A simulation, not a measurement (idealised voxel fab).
The process module that follows is named voxel transistor to metal.
We display cut, a cross-section 205 nm in width whose square cells are each 5 nm.
In what follows, cross-sections appear as grids of square cells, described through bands that run from the top down, where every band is one or more rows of cells. In this notation a band is specified by the heights of its top and bottom, in that order and in nm, after which its materials appear from left to right, each paired with its width in nm. The word "throughout" attached to a single material means that material fills the band from edge to edge; the word "blank" stands for empty space. Basically, 0 is our baseline, since under it the wafer straight out of the box is all one material. The bottom band has no lower end and keeps on going down, so it looks like "0 nm and below". You'd read "30->40" like this: the band's top row of cells is as wide as the first number, its bottom row is as wide as the second, and going down, every row changes width by the same amount as the row before did. Given "remained the same" for a step, no cell of the cross-section differs between before and after that step. This entry, "Trapped cavities", enumerates those empty regions of no fewer than 8 cells that possess no open connection to the top. Each region is reported in the form width x height at distance, the distance being taken from the left edge, with all three quantities expressed in nm. Where a step's line continues beyond its settings, the continuation is a remark by the simulator itself on that step. overlay nm: how far to the right of its planned place the mask lay on this masked step (negative: to the left).

The process steps that were planned are listed below
| 1 | RECEIVE: material Si |
| 2 | CONFORMAL_DEP: material SiO2, thk nm 5 |
| 3 | CONFORMAL_DEP: material SiN, thk nm 15 |
| 4 | PATTERN: tone cover, mask id ACTIVE, material resist, width nm 115, thk nm 15, overlay nm 0 |
| 5 | DIRECTIONAL_ETCH: etch materials SiN, depth nm 15 |
| 6 | DIRECTIONAL_ETCH: etch materials SiO2, depth nm 5 |
| 7 | DIRECTIONAL_ETCH: etch materials Si, depth nm 35 |
| 8 | STRIP: etch materials resist |
| 9 | OXIDIZE: depth nm 5 |
| 10 | FILL_DEP: material SiO2, thk nm 5 |
| 11 | CMP: height nm 20 |
| 12 | SELECTIVE_ETCH: etch materials SiO2, depth nm 10 |
| 13 | STRIP: etch materials SiN |
| 14 | SELECTIVE_ETCH: etch materials SiO2, depth nm 5 |
| 15 | OXIDIZE: depth nm 5 |
| 16 | DIRECTIONAL_DEP: material polySi, thk nm 20 |
| 17 | DIRECTIONAL_DEP: material SiCN, thk nm 15 |
| 18 | PATTERN: tone cover, mask id GATE, material resist, width nm 35, thk nm 15, overlay nm 0 |
| 19 | DIRECTIONAL_ETCH: etch materials SiCN, depth nm 25 |
| 20 | DIRECTIONAL_ETCH: etch materials polySi, depth nm 30 |
| 21 | STRIP: etch materials resist |
| 22 | CONFORMAL_DEP: material SiN, thk nm 5 |
| 23 | DIRECTIONAL_ETCH: etch materials SiN, depth nm 5 |
| 24 | DIRECTIONAL_ETCH: etch materials SiO2, depth nm 5 |
| 25 | DIRECTIONAL_ETCH: etch materials Si, depth nm 5 |
| 26 | EPI: material nSi, thk nm 10 |
| 27 | FILL_DEP: material SiO2, thk nm 10 |
| 28 | CMP: height nm 20 |
| 29 | STRIP: etch materials polySi |
| 30 | SELECTIVE_ETCH: etch materials SiO2, depth nm 5 |
| 31 | CONFORMAL_DEP: material HfO2, thk nm 5 |
| 32 | CONFORMAL_DEP: material TiN, thk nm 5 |
| 33 | FILL_DEP: material W, thk nm 5 |
| 34 | CMP: height nm 15 |
| 35 | DIRECTIONAL_DEP: material SiO2, thk nm 10 |
| 36 | MASKED_ETCH: tone open, mask id CONTACT, width nm 20, pitch nm 85, etch materials SiO2, depth nm 25, overlay nm 0 |
| 37 | CONFORMAL_DEP: material TiN, thk nm 5 |
| 38 | FILL_DEP: material Ru, thk nm 5 |
| 39 | CMP: height nm 25 |
| 40 | CONFORMAL_DEP: material SiCN, thk nm 5 |
| 41 | DIRECTIONAL_DEP: material lowk, thk nm 25 |
| 42 | MASKED_ETCH: tone open, mask id METAL_1, width nm 20, pitch nm 85, etch materials lowk, depth nm 25, overlay nm 0 |
| 43 | MASKED_ETCH: tone open, mask id METAL_1, width nm 20, pitch nm 85, etch materials SiCN, depth nm 5, overlay nm 0 |
| 44 | CONFORMAL_DEP: material TiN, thk nm 5 |
| 45 | FILL_DEP: material Cu, thk nm 5 |
| 46 | CMP: height nm 55 |
| 47 | CONFORMAL_DEP: material SiCN, thk nm 5 |
| 48 | DIRECTIONAL_DEP: material lowk, thk nm 30 |
| 49 | DIRECTIONAL_DEP: material aC, thk nm 10 |
| 50 | PATTERN: tone open, mask id METAL_2_HOLES, material resist, width nm 15, pitch nm 85, thk nm 25, overlay nm 0 |
| 51 | DIRECTIONAL_ETCH: etch materials aC, depth nm 10 |
| 52 | STRIP: etch materials resist |
| 53 | DIRECTIONAL_ETCH: etch materials lowk, depth nm 30 |
| 54 | STRIP: etch materials aC |
| 55 | DIRECTIONAL_DEP: material aC, thk nm 10 |
| 56 | PATTERN: tone open, mask id METAL_2, material resist, width nm 20, pitch nm 85, thk nm 25, overlay nm 0 |
| 57 | DIRECTIONAL_ETCH: etch materials aC, depth nm 10 |
| 58 | STRIP: etch materials resist |
| 59 | DIRECTIONAL_ETCH: etch materials lowk, depth nm 15 |
| 60 | DIRECTIONAL_ETCH: etch materials SiCN, depth nm 5 |
| 61 | STRIP: etch materials aC |
| 62 | CONFORMAL_DEP: material TiN, thk nm 5 |
| 63 | FILL_DEP: material Cu, thk nm 5 |
| 64 | CMP: height nm 90 |
| 65 | CONFORMAL_DEP: material SiN, thk nm 5 |

Incoming wafer, cross-sectional view, post step 1
	0 nm and below: Si throughout
	Trapped cavities: none

Post-module cross-section of the first of two wafers (run per plan)
	95 nm to 90 nm: SiN throughout
	90 nm to 80 nm: lowk (50) / TiN (5) / Cu (10) / TiN (5) / lowk (65) / TiN (5) / Cu (10) / TiN (5) / lowk (50)
	80 nm to 75 nm: lowk (50) / TiN (5) / Cu (5) / TiN (10) / lowk (65) / TiN (5) / Cu (5) / TiN (10) / lowk (50)
	75 nm to 60 nm: lowk (50) / TiN (5) / Cu (5) / TiN (5) / lowk (70) / TiN (5) / Cu (5) / TiN (5) / lowk (55)
	60 nm to 55 nm: SiCN (50) / TiN (15) / SiCN (70) / TiN (15) / SiCN (55)
	55 nm to 30 nm: lowk (50) / TiN (5) / Cu (10) / TiN (5) / lowk (65) / TiN (5) / Cu (10) / TiN (5) / lowk (50)
	30 nm to 25 nm: SiCN (50) / TiN (20) / SiCN (65) / TiN (20) / SiCN (50)
	25 nm to 15 nm: SiO2 (50) / TiN (5) / Ru (10) / TiN (5) / SiO2 (65) / TiN (5) / Ru (10) / TiN (5) / SiO2 (50)
	15 nm to 5 nm: SiO2 (50) / TiN (5) / Ru (10) / TiN (5) / SiO2 (10) / SiN (5) / HfO2 (5) / TiN (5) / W (15) / TiN (5) / HfO2 (5) / SiN (5) / SiO2 (10) / TiN (5) / Ru (10) / TiN (5) / SiO2 (50)
	5 nm to 0 nm: SiO2 (40) / SiN (5) / SiO2 (5) / TiN (20) / nSi (10) / SiN (5) / HfO2 (5) / TiN (25) / HfO2 (5) / SiN (5) / nSi (10) / TiN (20) / SiO2 (5) / SiN (5) / SiO2 (40)
	0 nm to -5 nm: SiO2 (45) / nSi (35) / HfO2 (45) / nSi (35) / SiO2 (45)
	-5 nm to -10 nm: SiO2 (50) / nSi (30) / Si (45) / nSi (30) / SiO2 (50)
	-10 nm to -40 nm: SiO2 (50) / Si (105) / SiO2 (50)
	-40 nm and below: Si throughout
	Trapped cavities: none

Presented here is a cross-section of the second of the two wafers as it stood at the end of the module. It was started in the same manner and assigned the same plan as the first wafer; however, one mistake was made in its execution
	95 nm to 90 nm: SiN throughout
	90 nm to 80 nm: lowk (50) / TiN (5) / Cu (10) / TiN (5) / lowk (65) / TiN (5) / Cu (10) / TiN (5) / lowk (50)
	80 nm to 75 nm: lowk (50) / TiN (5) / Cu (5) / TiN (10) / lowk (65) / TiN (5) / Cu (5) / TiN (10) / lowk (50)
	75 nm to 60 nm: lowk (50) / TiN (5) / Cu (5) / TiN (5) / lowk (70) / TiN (5) / Cu (5) / TiN (5) / lowk (55)
	60 nm to 55 nm: SiCN (50) / TiN (15) / SiCN (70) / TiN (15) / SiCN (55)
	55 nm to 30 nm: lowk (50) / TiN (5) / Cu (10) / TiN (5) / lowk (65) / TiN (5) / Cu (10) / TiN (5) / lowk (50)
	30 nm to 25 nm: SiCN (50) / TiN (20) / SiCN (65) / TiN (20) / SiCN (50)
	25 nm to 15 nm: SiO2 (50) / TiN (5) / Ru (10) / TiN (5) / SiO2 (65) / TiN (5) / Ru (10) / TiN (5) / SiO2 (50)
	15 nm to 5 nm: SiO2 (50) / TiN (5) / Ru (10) / TiN (5) / SiO2 (10) / SiN (5) / TiN (5) / HfO2 (5) / W (15) / HfO2 (5) / TiN (5) / SiN (5) / SiO2 (10) / TiN (5) / Ru (10) / TiN (5) / SiO2 (50)
	5 nm to 0 nm: SiO2 (40) / SiN (5) / SiO2 (5) / TiN (20) / nSi (10) / SiN (5) / TiN (5) / HfO2 (25) / TiN (5) / SiN (5) / nSi (10) / TiN (20) / SiO2 (5) / SiN (5) / SiO2 (40)
	0 nm to -5 nm: SiO2 (45) / nSi (35) / TiN (45) / nSi (35) / SiO2 (45)
	-5 nm to -10 nm: SiO2 (50) / nSi (30) / Si (45) / nSi (30) / SiO2 (50)
	-10 nm to -40 nm: SiO2 (50) / Si (105) / SiO2 (50)
	-40 nm and below: Si throughout
	Trapped cavities: none
Where did the run depart from the plan? note: step 31 <-> step 32, run order reversed vs plan
Materials where the second wafer ends with more or fewer cells than the first: HfO2 -6; TiN +6
